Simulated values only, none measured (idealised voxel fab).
Process module in this document: voxel trench capacitor
Section cut is 165 nm wide and gridded with 5 nm square cells.
Cross-section, as written here: a square-cell grid given band by band from the top down, where a band holds one or more rows of cells.
Within each band entry, the heights of the top and of the bottom of the band appear first, in that order and in nm; the materials of the band then follow from left to right, each with its corresponding width in nm. The designation "full width" on a single material indicates that it fills the band from edge to edge; the designation "air" indicates empty space.
Below 0: as-received wafer, all one material; heights counted from there. Lowest band: no bottom, goes on down, written "0 -> down".
The expression "30 to 40" gives the width at the extremes of the band, the first number at its top row of cells and the second at its bottom row, with the width changing by equal amounts from each row to the next in between.
"remained unchanged" (step): cross-section cells unchanged, all of them.
"Closed internal voids" specifies each empty space that is not open to the top and that occupies no fewer than 8 cells, using the form width x height at distance, the distance measured from the left edge and all three quantities in nm.
Formally, on a step line, whatever follows the settings is a remark that the simulator itself makes on the step.
For masked steps, "overlay nm" on the step line gives how far right of plan the mask actually lay; a minus sign means it lay to the left.

-- The steps planned for the process are as follows
1: RECEIVE: material Si
2: CONFORMAL_DEP: material SiN, thk nm 5
3: PATTERN: tone open, mask id TRENCH, material resist, width nm 20, pitch nm 45, thk nm 15, overlay nm 0
4: DIRECTIONAL_ETCH: etch materials SiN, depth nm 5
5: DIRECTIONAL_ETCH: etch materials Si, depth nm 25
6: STRIP: etch materials resist
7: CONFORMAL_DEP: material SiO2, thk nm 5
8: FILL_DEP: material polySi, thk nm 10
9: CMP: height nm 5
The wafers in this document start out alike and differ in the thk nm applied at step 7; the plan shows the value used for the first wafer.

-- Sectional view: first of several wafers, as received, after step 1
    0 -> down = Si full width
    Closed internal voids: none

-- Cross-section of the first of several wafers, taken after step 9, where the module ends
    5 -> 0 = SiN (50); SiO2 (5); polySi (10); SiO2 (5); SiN (25); SiO2 (5); polySi (10); SiO2 (5); SiN (50)
    0 -> -20 = Si (50); SiO2 (5); polySi (10); SiO2 (5); Si (25); SiO2 (5); polySi (10); SiO2 (5); Si (50)
    -20 -> -25 = Si (50); SiO2 (20); Si (25); SiO2 (20); Si (50)
    -25 -> down = Si full width
    Closed internal voids: none

-- The last wafer as seen in cross-section at the end of the module
    5 -> 0 = SiN (50); SiO2 (20); SiN (25); SiO2 (20); SiN (50)
    0 -> -25 = Si (50); SiO2 (20); Si (25); SiO2 (20); Si (50)
    -25 -> down = Si full width
    Closed internal voids: none

-- What follows is a table in which each wafer occupies a row; for the wafer as it stands at the close of the module, the row states, material by material, how many cells have been gained (+) or lost (-) since receipt, and then gives its closed voids
thk nm 5, -40 Si, +25 SiN, +28 SiO2, +20 polySi, Closed internal voids: none
thk nm 10, -40 Si, +25 SiN, +48 SiO2, Closed internal voids: none
thk nm 15, -40 Si, +25 SiN, +48 SiO2, Closed internal voids: none
thk nm 20, -40 Si, +25 SiN, +48 SiO2, Closed internal voids: none
